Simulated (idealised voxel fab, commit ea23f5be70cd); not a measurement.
A process module follows: voxel self aligned contacts.
FYI the section here is cut, 180 nm wide, cells are 5 nm squares.
Cross-section format: a grid of square cells, given as bands from top to bottom; each band is one or more rows of cells. The entry gives the band's vertical extent as a top height and a bottom height in nm, then its horizontal make-up as materials from left to right, each with a width in nm. "empty" stands for empty space; a single material marked "full width" fills the band edge to edge. Heights are expressed relative to 0, this being the level below which the as-received wafer comprises one material exclusively. The lowest band is unbounded in the downward direction and is denoted as in "0 -> down". You'd read "30..40" like this: the band's top row of cells is as wide as the first number, its bottom row is as wide as the second, and going down, every row changes width by the same amount as the row before did. Step marked "nothing changed"? Then no cell in the cross-section changed in it. Entry "Sealed internal voids". Content: empty spaces with no open connection to the top, size 8 cells or greater. Each: width x height at distance. Distance: from left edge. Unit: nm. On each step's line, the part that comes after the settings is the simulator's own comment on the step. The setting "overlay nm" may be written on the line of a step. When the step uses a mask, the value reports how far to the right of the planned place the mask lay, and a negative value reports that it lay to the left.

[The planned process steps are enumerated hereunder]
| 1 | RECEIVE,material Si |
| 2 | OXIDIZE,depth nm 5 |
| 3 | DIRECTIONAL_DEP,material polySi,thk nm 25 |
| 4 | DIRECTIONAL_DEP,material SiN,thk nm 15 |
| 5 | PATTERN,tone cover,mask id GATE,material resist,width nm 30,pitch nm 60,thk nm 20,overlay nm 0 |
| 6 | DIRECTIONAL_ETCH,etch materials SiN,depth nm 15 |
| 7 | DIRECTIONAL_ETCH,etch materials polySi,depth nm 25 |
| 8 | STRIP,etch materials resist |
| 9 | CONFORMAL_DEP,material SiN,thk nm 5 |
| 10 | DIRECTIONAL_ETCH,etch materials SiN,depth nm 5 |
| 11 | FILL_DEP,material SiO2,thk nm 15 |
| 12 | CMP,height nm 50 |
| 13 | MASKED_ETCH,tone open,mask id CONTACT,width nm 40,etch materials SiO2,depth nm 55,overlay nm -15 |
| 14 | CONFORMAL_DEP,material TiN,thk nm 5 |
| 15 | FILL_DEP,material W,thk nm 5 |
| 16 | CMP,height nm 50 |
| 17 | CONFORMAL_DEP,material SiCN,thk nm 5 |
Same starting wafers, different overlay nm at step 13. Plan value belongs to the first wafer.

[Cross-section of the first incoming wafer of several, state after step 1]
> 0 -> down = Si full width
> Sealed internal voids: none

[Shown in cross-section: the first of several wafers at the end of the module, after its last step, step 17]
> 55 -> 50 = SiCN full width
> 50 -> 40 = SiO2 (55) / TiN (5..30) / W (30..5) / TiN (5) / SiO2 (85)
> 40 -> 25 = SiO2 (40) / SiN (40) / TiN (5) / W (5) / TiN (5) / SiO2 (5) / SiN (40) / SiO2 (40)
> 25 -> 0 = SiO2 (40) / SiN (5) / polySi (30) / SiN (5) / TiN (5) / W (5) / TiN (5) / SiO2 (5) / SiN (5) / polySi (30) / SiN (5) / SiO2 (40)
> 0 -> -5 = SiO2 (80) / TiN (15) / SiO2 (85)
> -5 -> down = Si full width
> Sealed internal voids: none

[A cross-section through the last wafer at the close of the module]
> 55 -> 50 = SiCN full width
> 50 -> 40 = SiO2 (85) / TiN (5) / W (30..5) / TiN (5..30) / SiO2 (55)
> 40 -> 25 = SiO2 (40) / SiN (40) / SiO2 (5) / TiN (5) / W (5) / TiN (5) / SiN (40) / SiO2 (40)
> 25 -> 0 = SiO2 (40) / SiN (5) / polySi (30) / SiN (5) / SiO2 (5) / TiN (5) / W (5) / TiN (5) / SiN (5) / polySi (30) / SiN (5) / SiO2 (40)
> 0 -> -5 = SiO2 (85) / TiN (15) / SiO2 (80)
> -5 -> down = Si full width
> Sealed internal voids: none

[Here is how to read the rows: every wafer has a row, and it shows the wafer at the end of the module, giving for each material how many cells were gained (+) or lost (-) since the wafer was received, then listing its closed voids]
overlay nm -15, -36 Si, +36 SiCN, +68 SiN, +225 SiO2, +28 TiN, +15 W, +60 polySi, Sealed internal voids: none
overlay nm -10, -36 Si, +36 SiCN, +68 SiN, +216 SiO2, +28 TiN, +24 W, +60 polySi, Sealed internal voids: none
overlay nm -5, -36 Si, +36 SiCN, +68 SiN, +216 SiO2, +28 TiN, +24 W, +60 polySi, Sealed internal voids: none
overlay nm 0, -36 Si, +36 SiCN, +68 SiN, +216 SiO2, +28 TiN, +24 W, +60 polySi, Sealed internal voids: none
overlay nm 5, -36 Si, +36 SiCN, +68 SiN, +216 SiO2, +28 TiN, +24 W, +60 polySi, Sealed internal voids: none
overlay nm 10, -36 Si, +36 SiCN, +68 SiN, +216 SiO2, +28 TiN, +24 W, +60 polySi, Sealed internal voids: none
overlay nm 15, -36 Si, +36 SiCN, +68 SiN, +225 SiO2, +28 TiN, +15 W, +60 polySi, Sealed internal voids: none
